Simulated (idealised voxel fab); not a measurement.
This section sets out a process module, namely voxel gate over fins.
Section shown: cut. Width: 270 nm. Cell size: 5 nm, square.
Cross-section = grid of square cells, listed top down in bands; band = one or more rows. A band entry consists of two parts. The first gives the height of the band's top and the height of its bottom, in nm. The rest lists the band's materials from left to right, each with its width in nm. A single material labelled with the word "full width" fills the band from edge to edge, and the word "blank" marks empty space. Heights are measured from 0, the level below which the as-received wafer is all one material; the lowest band has no bottom and continues downward, written as in "0 -> down". The expression "30->40" gives the width at the extremes of the band, the first number at its top row of cells and the second at its bottom row, with the width changing by equal amounts from each row to the next in between. What does "nothing altered" mean for a step? It means no cell of the cross-section changed in that step. The list in "Closed void list" covers empty spaces of 8 cells or more that cannot reach the top through any open way, and it gives each as width x height at distance; the distance is from the left edge, and width, height and distance are in nm. Anything after a step's settings on that line? It's the simulator's own note about the step. overlay nm, on a step with a mask: how far to the right of its planned place the mask lay; to the left if negative.

The steps planned for the process are as follows:
1. op RECEIVE | material Si
2. op CONFORMAL_DEP | material SiN | thk nm 5
3. op MASKED_ETCH | tone cover | mask id FINS | width nm 15 | pitch nm 55 | etch materials SiN | depth nm 5 | overlay nm 0
4. op MASKED_ETCH | tone cover | mask id FINS | width nm 15 | pitch nm 55 | etch materials Si | depth nm 35 | overlay nm 0
5. op OXIDIZE | depth nm 5
6. op FILL_DEP | material SiO2 | thk nm 15
7. op CMP | height nm 5
8. op PATTERN | tone open | mask id RAIL | material resist | width nm 15 | thk nm 20 | overlay nm 0
9. op DIRECTIONAL_ETCH | etch materials SiO2 | depth nm 35
10. op STRIP | etch materials resist
11. op CONFORMAL_DEP | material TiN | thk nm 5
12. op FILL_DEP | material Ru | thk nm 5
13. op CMP | height nm 5
14. op SELECTIVE_ETCH | etch materials W Ru TiN | depth nm 20
15. op FILL_DEP | material SiO2 | thk nm 5
16. op CMP | height nm 5
17. op SELECTIVE_ETCH | etch materials SiO2 | depth nm 15
18. op STRIP | etch materials SiN
19. op CONFORMAL_DEP | material HfO2 | thk nm 5
20. op CONFORMAL_DEP | material TiN | thk nm 5
21. op FILL_DEP | material W | thk nm 15
22. op CMP | height nm 20
23. op CONFORMAL_DEP | material SiCN | thk nm 5
Heads up: all these wafers start the same, and what changes between them is the thk nm in step 2. The value you see in the plan is just what the first wafer got.

First wafer of several, as received: cross-section after step 1:
	0 -> down: Si full width
	Closed void list: none

End of the module, past its last step, step 23: how the first of several wafers looks in cross-section:
	25 -> 20: SiCN full width
	20 -> 10: W full width
	10 -> 5: 40 of W  25 of TiN  30 of W  25 of TiN  30 of W  25 of TiN  30 of W  25 of TiN  40 of W
	5 -> 0: 40 of W  5 of TiN  15 of HfO2  5 of TiN  30 of W  5 of TiN  15 of HfO2  5 of TiN  30 of W  5 of TiN  15 of HfO2  5 of TiN  30 of W  5 of TiN  15 of HfO2  5 of TiN  40 of W
	0 -> -5: 45 of TiN  5 of HfO2  5 of Si  5 of HfO2  40 of TiN  5 of HfO2  5 of Si  5 of HfO2  40 of TiN  5 of HfO2  5 of Si  5 of HfO2  40 of TiN  5 of HfO2  5 of Si  5 of HfO2  45 of TiN
	-5 -> -10: 50 of HfO2  5 of Si  50 of HfO2  5 of Si  50 of HfO2  5 of Si  50 of HfO2  5 of Si  50 of HfO2
	-10 -> -15: 50 of SiO2  5 of Si  50 of SiO2  5 of Si  50 of SiO2  5 of Si  50 of SiO2  5 of Si  50 of SiO2
	-15 -> -25: 50 of SiO2  5 of Si  15 of SiO2  5 of TiN  5 of Ru  5 of TiN  20 of SiO2  5 of Si  50 of SiO2  5 of Si  50 of SiO2  5 of Si  50 of SiO2
	-25 -> -30: 50 of SiO2  5 of Si  15 of SiO2  15 of TiN  20 of SiO2  5 of Si  50 of SiO2  5 of Si  50 of SiO2  5 of Si  50 of SiO2
	-30 -> -40: 50 of SiO2  5 of Si  50 of SiO2  5 of Si  50 of SiO2  5 of Si  50 of SiO2  5 of Si  50 of SiO2
	-40 -> down: Si full width
	Closed void list: none

Here we cross-sectioned the last of the wafers once the module was done:
	25 -> 20: SiCN full width
	20 -> 10: W full width
	10 -> 5: TiN full width
	5 -> 0: HfO2 full width
	0 -> down: Si full width
	Closed void list: none

Wafer rows, end of module: cells per material gained (+) or lost (-) since receipt; closed voids last:
thk nm 5, +70 HfO2, +2 Ru, -400 Si, +54 SiCN, +291 SiO2, +77 TiN, +176 W, Closed void list: none
thk nm 10, +54 HfO2, +54 SiCN, +54 TiN, +108 W, Closed void list: none
thk nm 15, +54 HfO2, +54 SiCN, +54 TiN, +108 W, Closed void list: none
thk nm 20, +54 HfO2, +54 SiCN, +54 TiN, +108 W, Closed void list: none
